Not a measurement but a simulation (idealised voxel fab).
process module | voxel lift off
cross-section cut | 155 nm wide | cells 5 nm
A cross-section is a grid of square cells, given in bands from the top down. A band is one or more rows of cells.
Each band's line starts with the height of the band's top and of its bottom, in nm. Then come its materials from left to right, each with its width in nm. One material with "throughout" fills the band from edge to edge. "air" is empty space.
Height 0 is the level under which the wafer as received is all one material. The lowest band goes on downwards, as in "0 down".
A width such as "30 to 40" changes by the same amount from each row of cells to the next, from the band's top row to its bottom row.
"no change" after a step means that no cell of the cross-section changed.
closed voids: empty space of 8 cells or more with no open way to the top, each as width x height at its distance from the left edge, in nm
after a step's settings: what the simulator itself notes on the step
overlay nm, on a step with a mask: how far to the right of its planned place the mask lay; to the left if negative
plan
1 op RECEIVE | material Si
2 op CONFORMAL_DEP | material Al2O3 | thk nm 5
3 op PATTERN | tone open | mask id LINES | material resist | width nm 15 | pitch nm 30 | thk nm 25 | overlay nm 0
4 op DIRECTIONAL_DEP | material Ru | thk nm 15
5 op STRIP | etch materials resist
6 op CONFORMAL_DEP | material SiO2 | thk nm 5
as received, after step 1
  0 down: Si throughout
  closed voids: none
first wafer at the end, as planned
  25 to 20: air 20 | SiO2 25 | air 5 | SiO2 25 | air 5 | SiO2 25 | air 5 | SiO2 25 | air 20
  20 to 10: air 20 | SiO2 5 | Ru 15 | SiO2 5 | air 5 | SiO2 5 | Ru 15 | SiO2 5 | air 5 | SiO2 5 | Ru 15 | SiO2 5 | air 5 | SiO2 5 | Ru 15 | SiO2 5 | air 20
  10 to 5: SiO2 25 | Ru 15 | SiO2 15 | Ru 15 | SiO2 15 | Ru 15 | SiO2 15 | Ru 15 | SiO2 25
  5 to 0: Al2O3 throughout
  0 down: Si throughout
  closed voids: none
second wafer at the end: like start, like plan, one mistake
  35 to 30: air 20 | SiO2 25 | air 5 | SiO2 25 | air 5 | SiO2 25 | air 5 | SiO2 25 | air 20
  30 to 20: air 20 | SiO2 5 | Ru 15 | SiO2 5 | air 5 | SiO2 5 | Ru 15 | SiO2 5 | air 5 | SiO2 5 | Ru 15 | SiO2 5 | air 5 | SiO2 5 | Ru 15 | SiO2 5 | air 20
  20 to 15: SiO2 25 | Ru 15 | SiO2 15 | Ru 15 | SiO2 15 | Ru 15 | SiO2 15 | Ru 15 | SiO2 25
  15 to 0: Al2O3 throughout
  0 down: Si throughout
  closed voids: none
what went wrong: step 2 ran as: op CONFORMAL_DEP | material Al2O3 | thk nm 15
at the end the second wafer has, in cells: 62 more of Al2O3
